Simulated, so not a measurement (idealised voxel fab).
Process module, titled voxel ribs on slabs
Shown is cross-section cut, with a width of 285 nm and square cells of size 5 nm.
In what follows, cross-sections appear as grids of square cells, described through bands that run from the top down, where every band is one or more rows of cells.
Heads up on the band format: heights come first, top then bottom, in nm. After that it's the materials left to right, each with its width in nm. A single material flagged "full width" fills the whole band edge to edge, and "air" means there's empty space there.
Basically, 0 is our baseline, since under it the wafer straight out of the box is all one material. The bottom band has no lower end and keeps on going down, so it looks like "z 0 and below".
Graded width ("30 to 40"): value in top row of band = first number; value in bottom row = second number; row-to-row change constant.
What does "identical to before" mean for a step? It means no cell of the cross-section changed in that step.
Enclosed voids (no open way to top), threshold 8 cells or more, entry "Sealed void list", notation width x height at distance, distance from left edge, nm.
Past the settings on a step's line: simulator remark, on that step.
When a step includes a mask, the "overlay nm" setting on its line states how far to the right of its planned place that mask lay, and negative values state how far to the left.
Process steps foreseen in the plan
step 1: RECEIVE [material Si]
step 2: DIRECTIONAL_DEP [material SiO2] [thk nm 20]
step 3: DIRECTIONAL_DEP [material polySi] [thk nm 25]
step 4: DIRECTIONAL_DEP [material aC] [thk nm 15]
step 5: PATTERN [tone cover] [mask id RIB] [material resist] [width nm 20] [thk nm 35] [overlay nm 0]
step 6: DIRECTIONAL_ETCH [etch materials aC] [depth nm 15]
step 7: STRIP [etch materials resist]
step 8: DIRECTIONAL_ETCH [etch materials polySi] [depth nm 20]
step 9: STRIP [etch materials aC]
step 10: MASKED_ETCH [tone cover] [mask id SLAB] [width nm 60] [etch materials polySi] [depth nm 5] [overlay nm 0]
step 11: FILL_DEP [material SiO2] [thk nm 25]
step 12: CMP [height nm 60]
step 13: DIRECTIONAL_DEP [material W] [thk nm 10]
step 14: DIRECTIONAL_DEP [material aC] [thk nm 15]
step 15: PATTERN [tone cover] [mask id HEATER] [material resist] [width nm 20] [thk nm 35] [overlay nm 0]
step 16: DIRECTIONAL_ETCH [etch materials aC] [depth nm 15]
step 17: STRIP [etch materials resist]
step 18: DIRECTIONAL_ETCH [etch materials W] [depth nm 10]
step 19: STRIP [etch materials aC]
step 20: CONFORMAL_DEP [material SiO2] [thk nm 10]
Every wafer here starts from the same state; it is the step 15 width nm that distinguishes them, and the value the plan gives belongs to the first wafer.
As received, i.e. after step 1: cross-section through the first of several wafers
* z 0 and below  Si full width
* Sealed void list: none
Here's the first of several wafers in cross-section, end of the module, after the last step, step 20
* z 80 to 70  120 air | 40 SiO2 | 125 air
* z 70 to 60  130 SiO2 | 20 W | 135 SiO2
* z 60 to 45  SiO2 full width
* z 45 to 25  130 SiO2 | 20 polySi | 135 SiO2
* z 25 to 20  110 SiO2 | 60 polySi | 115 SiO2
* z 20 to 0  SiO2 full width
* z 0 and below  Si full width
* Sealed void list: none
Here we cross-sectioned the last of the wafers once the module was done
* z 80 to 70  110 air | 65 SiO2 | 110 air
* z 70 to 60  120 SiO2 | 45 W | 120 SiO2
* z 60 to 45  SiO2 full width
* z 45 to 25  130 SiO2 | 20 polySi | 135 SiO2
* z 25 to 20  110 SiO2 | 60 polySi | 115 SiO2
* z 20 to 0  SiO2 full width
* z 0 and below  Si full width
* Sealed void list: none
wafer rows; end of module; cells per material since receipt: (+) gained, (-) lost; then closed voids
width nm 20, +778 SiO2, +8 W, +28 polySi, Sealed void list: none
width nm 25, +778 SiO2, +10 W, +28 polySi, Sealed void list: none
width nm 30, +778 SiO2, +12 W, +28 polySi, Sealed void list: none
width nm 35, +778 SiO2, +14 W, +28 polySi, Sealed void list: none
width nm 40, +778 SiO2, +16 W, +28 polySi, Sealed void list: none
width nm 45, +778 SiO2, +18 W, +28 polySi, Sealed void list: none
